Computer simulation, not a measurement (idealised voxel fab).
The name of this process module is voxel double patterning.
FYI the section here is cut, 265 nm wide, cells are 5 nm squares.
A cross-section in this document is a grid of square cells, and it is written down as bands, the top band listed before the ones below it; a band is made up of one or more rows of cells.
This entry defines a band. It first specifies the height of the band's top and the height of its bottom in nm, and then specifies the band's materials from left to right, stating each material with its width in nm. The word "edge to edge" identifies a single material that fills the band from edge to edge, while the word "blank" identifies empty space.
A quick word on heights: they are counted from 0, and under that level the wafer as it came to us is one material throughout. The lowest band is different from the rest in having no bottom; it simply continues downward, written as in "top 0, no bottom".
With a width like "30 to 40", each row of cells in the band differs from the next by the same amount, the top row carrying the first number and the bottom row the second.
When a step is marked "nothing was modified", none of the cells in the cross-section changed during that step.
If an empty space has no open way to the top and is at least 8 cells in size, "Enclosed voids" lists it, written width x height at distance, where distance is measured from the left edge and every value is in nm.
Step line, after settings: the simulator's comment on this step.
"overlay nm" answers the question of how far to the right of plan the mask lay on a step that has a mask, and when it is negative the answer is to the left.

LISTED BELOW ARE THE PROCESS STEPS AS PLANNED
- 1: RECEIVE [material Si]
- 2: CONFORMAL_DEP [material SiO2] [thk nm 5]
- 3: DIRECTIONAL_DEP [material polySi] [thk nm 20]
- 4: DIRECTIONAL_DEP [material SiN] [thk nm 5]
- 5: PATTERN [tone open] [mask id FIRST] [material resist] [width nm 15] [pitch nm 50] [thk nm 15] [overlay nm 0]
- 6: DIRECTIONAL_ETCH [etch materials SiN] [depth nm 5]
- 7: STRIP [etch materials resist]
- 8: DIRECTIONAL_DEP [material aC] [thk nm 10]
- 9: PATTERN [tone open] [mask id SECOND] [material resist] [width nm 15] [pitch nm 50] [thk nm 30] [overlay nm 0]
- 10: DIRECTIONAL_ETCH [etch materials aC] [depth nm 10]
- 11: STRIP [etch materials resist]
- 12: DIRECTIONAL_ETCH [etch materials SiN] [depth nm 5]
- 13: STRIP [etch materials aC]
- 14: DIRECTIONAL_ETCH [etch materials polySi] [depth nm 20]
- 15: STRIP [etch materials SiN]

WAFER, FIRST OF TWO, RUN AS PLANNED

CROSS-SECTION, INCOMING MATERIAL, AFTER STEP 1
	top 0, no bottom: Si edge to edge
	Enclosed voids: none

CROSS-SECTIONAL REPRESENTATION OF THE WAFER AT THE CONCLUSION OF STEP 2
	top 5, bottom 0: SiO2 edge to edge
	No changes below 0.

CROSS-SECTIONAL REPRESENTATION OF THE WAFER AT THE CONCLUSION OF STEP 3
	top 25, bottom 5: polySi edge to edge
	No changes below 5.

CROSS-SECTIONAL REPRESENTATION OF THE WAFER AT THE CONCLUSION OF STEP 4
	top 30, bottom 25: SiN edge to edge
	No changes below 25.

CROSS-SECTIONAL REPRESENTATION OF THE WAFER AT THE CONCLUSION OF STEP 5
	top 45, bottom 30: resist 75 nm; blank 15 nm; resist 35 nm; blank 15 nm; resist 35 nm; blank 15 nm; resist 75 nm
	No changes below 30.

CROSS-SECTIONAL REPRESENTATION OF THE WAFER AT THE CONCLUSION OF STEP 6
	top 45, bottom 30: resist 75 nm; blank 15 nm; resist 35 nm; blank 15 nm; resist 35 nm; blank 15 nm; resist 75 nm
	top 30, bottom 25: SiN 75 nm; blank 15 nm; SiN 35 nm; blank 15 nm; SiN 35 nm; blank 15 nm; SiN 75 nm
	No changes below 25.

CROSS-SECTIONAL REPRESENTATION OF THE WAFER AT THE CONCLUSION OF STEP 7
	top 30, bottom 25: SiN 75 nm; blank 15 nm; SiN 35 nm; blank 15 nm; SiN 35 nm; blank 15 nm; SiN 75 nm
	No changes below 25.

CROSS-SECTIONAL REPRESENTATION OF THE WAFER AT THE CONCLUSION OF STEP 8
	top 40, bottom 35: aC 75 nm; blank 15 nm; aC 35 nm; blank 15 nm; aC 35 nm; blank 15 nm; aC 75 nm
	top 35, bottom 30: aC edge to edge
	top 30, bottom 25: SiN 75 nm; aC 15 nm; SiN 35 nm; aC 15 nm; SiN 35 nm; aC 15 nm; SiN 75 nm
	No changes below 25.

CROSS-SECTIONAL REPRESENTATION OF THE WAFER AT THE CONCLUSION OF STEP 9
	top 70, bottom 40: resist 100 nm; blank 15 nm; resist 35 nm; blank 15 nm; resist 100 nm
	top 40, bottom 35: aC 75 nm; resist 15 nm; aC 35 nm; resist 15 nm; aC 35 nm; resist 15 nm; aC 75 nm
	No changes below 35.

CROSS-SECTIONAL REPRESENTATION OF THE WAFER AT THE CONCLUSION OF STEP 10
	top 60, bottom 40: resist 100 nm; blank 15 nm; resist 35 nm; blank 15 nm; resist 100 nm
	top 40, bottom 35: aC 75 nm; resist 15 nm; aC 10 nm; blank 15 nm; aC 10 nm; resist 15 nm; aC 10 nm; blank 15 nm; aC 10 nm; resist 15 nm; aC 75 nm
	top 35, bottom 30: aC 100 nm; blank 15 nm; aC 35 nm; blank 15 nm; aC 100 nm
	No changes below 30.

CROSS-SECTIONAL REPRESENTATION OF THE WAFER AT THE CONCLUSION OF STEP 11
	top 40, bottom 35: aC 75 nm; blank 15 nm; aC 10 nm; blank 15 nm; aC 10 nm; blank 15 nm; aC 10 nm; blank 15 nm; aC 10 nm; blank 15 nm; aC 75 nm
	No changes below 35.

CROSS-SECTIONAL REPRESENTATION OF THE WAFER AT THE CONCLUSION OF STEP 12
	top 40, bottom 35: aC 75 nm; blank 15 nm; aC 10 nm; blank 15 nm; aC 10 nm; blank 15 nm; aC 10 nm; blank 15 nm; aC 10 nm; blank 15 nm; aC 75 nm
	top 35, bottom 30: aC 100 nm; blank 15 nm; aC 35 nm; blank 15 nm; aC 100 nm
	top 30, bottom 25: SiN 75 nm; aC 15 nm; SiN 10 nm; blank 15 nm; SiN 10 nm; aC 15 nm; SiN 10 nm; blank 15 nm; SiN 10 nm; aC 15 nm; SiN 75 nm
	No changes below 25.

CROSS-SECTIONAL REPRESENTATION OF THE WAFER AT THE CONCLUSION OF STEP 13
	top 30, bottom 25: SiN 75 nm; blank 15 nm; SiN 10 nm; blank 15 nm; SiN 10 nm; blank 15 nm; SiN 10 nm; blank 15 nm; SiN 10 nm; blank 15 nm; SiN 75 nm
	No changes below 25.

CROSS-SECTIONAL REPRESENTATION OF THE WAFER AT THE CONCLUSION OF STEP 14
	top 30, bottom 25: SiN 75 nm; blank 15 nm; SiN 10 nm; blank 15 nm; SiN 10 nm; blank 15 nm; SiN 10 nm; blank 15 nm; SiN 10 nm; blank 15 nm; SiN 75 nm
	top 25, bottom 5: polySi 75 nm; blank 15 nm; polySi 10 nm; blank 15 nm; polySi 10 nm; blank 15 nm; polySi 10 nm; blank 15 nm; polySi 10 nm; blank 15 nm; polySi 75 nm
	No changes below 5.

CROSS-SECTIONAL REPRESENTATION OF THE WAFER AT THE CONCLUSION OF STEP 15
	top 25, bottom 5: polySi 75 nm; blank 15 nm; polySi 10 nm; blank 15 nm; polySi 10 nm; blank 15 nm; polySi 10 nm; blank 15 nm; polySi 10 nm; blank 15 nm; polySi 75 nm
	No changes below 5.

SECOND WAFER. START AND PLAN AS FOR THE FIRST. ONE MISTAKE MADE IN RUNNING. AGREES WITH THE FIRST UP TO AND INCLUDING STEP 1

Second wafer, sectioned view, at step 2's planned end time: nothing was modified

SECOND WAFER, SECTIONED VIEW, AT STEP 3'S PLANNED END TIME
	top 20, bottom 0: polySi edge to edge
	No changes below 0.

SECOND WAFER, SECTIONED VIEW, AT STEP 4'S PLANNED END TIME
	top 25, bottom 20: SiN edge to edge
	No changes below 20.

SECOND WAFER, SECTIONED VIEW, AT STEP 5'S PLANNED END TIME
	top 40, bottom 25: resist 75 nm; blank 15 nm; resist 35 nm; blank 15 nm; resist 35 nm; blank 15 nm; resist 75 nm
	No changes below 25.

SECOND WAFER, SECTIONED VIEW, AT STEP 6'S PLANNED END TIME
	top 40, bottom 25: resist 75 nm; blank 15 nm; resist 35 nm; blank 15 nm; resist 35 nm; blank 15 nm; resist 75 nm
	top 25, bottom 20: SiN 75 nm; blank 15 nm; SiN 35 nm; blank 15 nm; SiN 35 nm; blank 15 nm; SiN 75 nm
	No changes below 20.

SECOND WAFER, SECTIONED VIEW, AT STEP 7'S PLANNED END TIME
	top 25, bottom 20: SiN 75 nm; blank 15 nm; SiN 35 nm; blank 15 nm; SiN 35 nm; blank 15 nm; SiN 75 nm
	No changes below 20.

SECOND WAFER, SECTIONED VIEW, AT STEP 8'S PLANNED END TIME
	top 35, bottom 30: aC 75 nm; blank 15 nm; aC 35 nm; blank 15 nm; aC 35 nm; blank 15 nm; aC 75 nm
	top 30, bottom 25: aC edge to edge
	top 25, bottom 20: SiN 75 nm; aC 15 nm; SiN 35 nm; aC 15 nm; SiN 35 nm; aC 15 nm; SiN 75 nm
	No changes below 20.

SECOND WAFER, SECTIONED VIEW, AT STEP 9'S PLANNED END TIME
	top 65, bottom 35: resist 100 nm; blank 15 nm; resist 35 nm; blank 15 nm; resist 100 nm
	top 35, bottom 30: aC 75 nm; resist 15 nm; aC 35 nm; resist 15 nm; aC 35 nm; resist 15 nm; aC 75 nm
	No changes below 30.

SECOND WAFER, SECTIONED VIEW, AT STEP 10'S PLANNED END TIME
	top 55, bottom 35: resist 100 nm; blank 15 nm; resist 35 nm; blank 15 nm; resist 100 nm
	top 35, bottom 30: aC 75 nm; resist 15 nm; aC 10 nm; blank 15 nm; aC 10 nm; resist 15 nm; aC 10 nm; blank 15 nm; aC 10 nm; resist 15 nm; aC 75 nm
	top 30, bottom 25: aC 100 nm; blank 15 nm; aC 35 nm; blank 15 nm; aC 100 nm
	No changes below 25.

SECOND WAFER, SECTIONED VIEW, AT STEP 11'S PLANNED END TIME
	top 35, bottom 30: aC 75 nm; blank 15 nm; aC 10 nm; blank 15 nm; aC 10 nm; blank 15 nm; aC 10 nm; blank 15 nm; aC 10 nm; blank 15 nm; aC 75 nm
	No changes below 30.

SECOND WAFER, SECTIONED VIEW, AT STEP 12'S PLANNED END TIME
	top 35, bottom 30: aC 75 nm; blank 15 nm; aC 10 nm; blank 15 nm; aC 10 nm; blank 15 nm; aC 10 nm; blank 15 nm; aC 10 nm; blank 15 nm; aC 75 nm
	top 30, bottom 25: aC 100 nm; blank 15 nm; aC 35 nm; blank 15 nm; aC 100 nm
	top 25, bottom 20: SiN 75 nm; aC 15 nm; SiN 10 nm; blank 15 nm; SiN 10 nm; aC 15 nm; SiN 10 nm; blank 15 nm; SiN 10 nm; aC 15 nm; SiN 75 nm
	No changes below 20.

SECOND WAFER, SECTIONED VIEW, AT STEP 13'S PLANNED END TIME
	top 25, bottom 20: SiN 75 nm; blank 15 nm; SiN 10 nm; blank 15 nm; SiN 10 nm; blank 15 nm; SiN 10 nm; blank 15 nm; SiN 10 nm; blank 15 nm; SiN 75 nm
	No changes below 20.

SECOND WAFER, SECTIONED VIEW, AT STEP 14'S PLANNED END TIME
	top 25, bottom 20: SiN 75 nm; blank 15 nm; SiN 10 nm; blank 15 nm; SiN 10 nm; blank 15 nm; SiN 10 nm; blank 15 nm; SiN 10 nm; blank 15 nm; SiN 75 nm
	top 20, bottom 0: polySi 75 nm; blank 15 nm; polySi 10 nm; blank 15 nm; polySi 10 nm; blank 15 nm; polySi 10 nm; blank 15 nm; polySi 10 nm; blank 15 nm; polySi 75 nm
	No changes below 0.

SECOND WAFER, SECTIONED VIEW, AT STEP 15'S PLANNED END TIME
	top 20, bottom 0: polySi 75 nm; blank 15 nm; polySi 10 nm; blank 15 nm; polySi 10 nm; blank 15 nm; polySi 10 nm; blank 15 nm; polySi 10 nm; blank 15 nm; polySi 75 nm
	No changes below 0.
Short version of what went wrong: step 2 was dropped from the plan's execution and never run
In the final state, the cell counts of the second wafer exceed or fall short of those of the first for the following materials: 53 fewer of SiO2
